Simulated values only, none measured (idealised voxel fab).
A process module follows: voxel lift off.
It is cross-section cut that appears here, measuring 285 nm in width, its square cells being 5 nm in size.
Notation: cross-section as square-cell grid; stated in bands, top first, going down; one or more cell rows per band.
It is stipulated that each band's entry specify, in nanometres, the height of the top of the band and then that of its bottom, followed by the materials of the band in left-to-right sequence, each together with its width in nanometres. A single material marked by the word "all across" is understood to fill the band from edge to edge; the word "air" is understood to denote empty space.
Measure heights from 0. That's the level where, below it, the as-received wafer is all one material. The lowest band is bottomless and extends downward; write it as in "0..down".
The notation "30 to 40" denotes a width that varies across the rows of cells in the band, beginning at the first number in the top row, finishing at the second number in the bottom row, and changing by an identical amount from each row to the next.
Basically "nothing was modified" means that step didn't change any cell in the cross-section.
Basically, "Closed internal cavities" tells you about the enclosed voids: empty spaces with no open way to the top, 8 cells or bigger, each written width x height at distance, where distance is from the left edge, all in nm.
Whatever follows a step's settings on its line is a remark the simulator itself makes about that step.
A step line may carry the setting "overlay nm", which, for steps involving a mask, states the distance by which the mask lay to the right of its intended position; negative values denote displacement to the left.
This section lists the process steps that were planned:
1,RECEIVE,material Si
2,CONFORMAL_DEP,material SiO2,thk nm 5
3,PATTERN,tone open,mask id LINES,material resist,width nm 15,pitch nm 30,thk nm 20,overlay nm 0
4,DIRECTIONAL_DEP,material Ru,thk nm 10
5,STRIP,etch materials resist
6,CONFORMAL_DEP,material SiO2,thk nm 5
The first of a set of two wafers, run to plan:
Cross-sectional view of the wafer in its as-received condition, corresponding to the state after step 1:
    0..down | Si all across
    Closed internal cavities: none
Wafer section view after processing step 2:
    5..0 | SiO2 all across
    No changes below 0.
Wafer section view after processing step 3:
    25..5 | 105 resist  15 air  15 resist  15 air  15 resist  15 air  105 resist
    No changes below 5.
Wafer section view after processing step 4:
    35..25 | 105 Ru  15 air  15 Ru  15 air  15 Ru  15 air  105 Ru
    25..15 | 105 resist  15 air  15 resist  15 air  15 resist  15 air  105 resist
    15..5 | 105 resist  15 Ru  15 resist  15 Ru  15 resist  15 Ru  105 resist
    No changes below 5.
Wafer section view after processing step 5:
    15..5 | 105 air  15 Ru  15 air  15 Ru  15 air  15 Ru  105 air
    No changes below 5.
Wafer section view after processing step 6:
    20..15 | 100 air  25 SiO2  5 air  25 SiO2  5 air  25 SiO2  100 air
    15..10 | 100 air  5 SiO2  15 Ru  5 SiO2  5 air  5 SiO2  15 Ru  5 SiO2  5 air  5 SiO2  15 Ru  5 SiO2  100 air
    10..5 | 105 SiO2  15 Ru  15 SiO2  15 Ru  15 SiO2  15 Ru  105 SiO2
    No changes below 5.
It is to be noted that the second wafer proceeded from the same initial state and according to the same plan as the first, although one mistake was committed in its execution; through step 3, inclusive, the two wafers share an identical history:
At the planned end of step 4, the second wafer in cross-section:
    35..25 | 105 SiO2  15 air  15 SiO2  15 air  15 SiO2  15 air  105 SiO2
    25..15 | 105 resist  15 air  15 resist  15 air  15 resist  15 air  105 resist
    15..5 | 105 resist  15 SiO2  15 resist  15 SiO2  15 resist  15 SiO2  105 resist
    No changes below 5.
At the planned end of step 5, the second wafer in cross-section:
    15..5 | 105 air  15 SiO2  15 air  15 SiO2  15 air  15 SiO2  105 air
    No changes below 5.
At the planned end of step 6, the second wafer in cross-section:
    20..10 | 100 air  25 SiO2  5 air  25 SiO2  5 air  25 SiO2  100 air
    10..0 | SiO2 all across
    No changes below 0.
Misprocessing identified: step 4 was run on a setting that differed from the plan, and what really ran there is DIRECTIONAL_DEP,material SiO2,thk nm 10
Wafer comparison, final, in cells, second relative to first, materials more or fewer: Ru -18; SiO2 +18
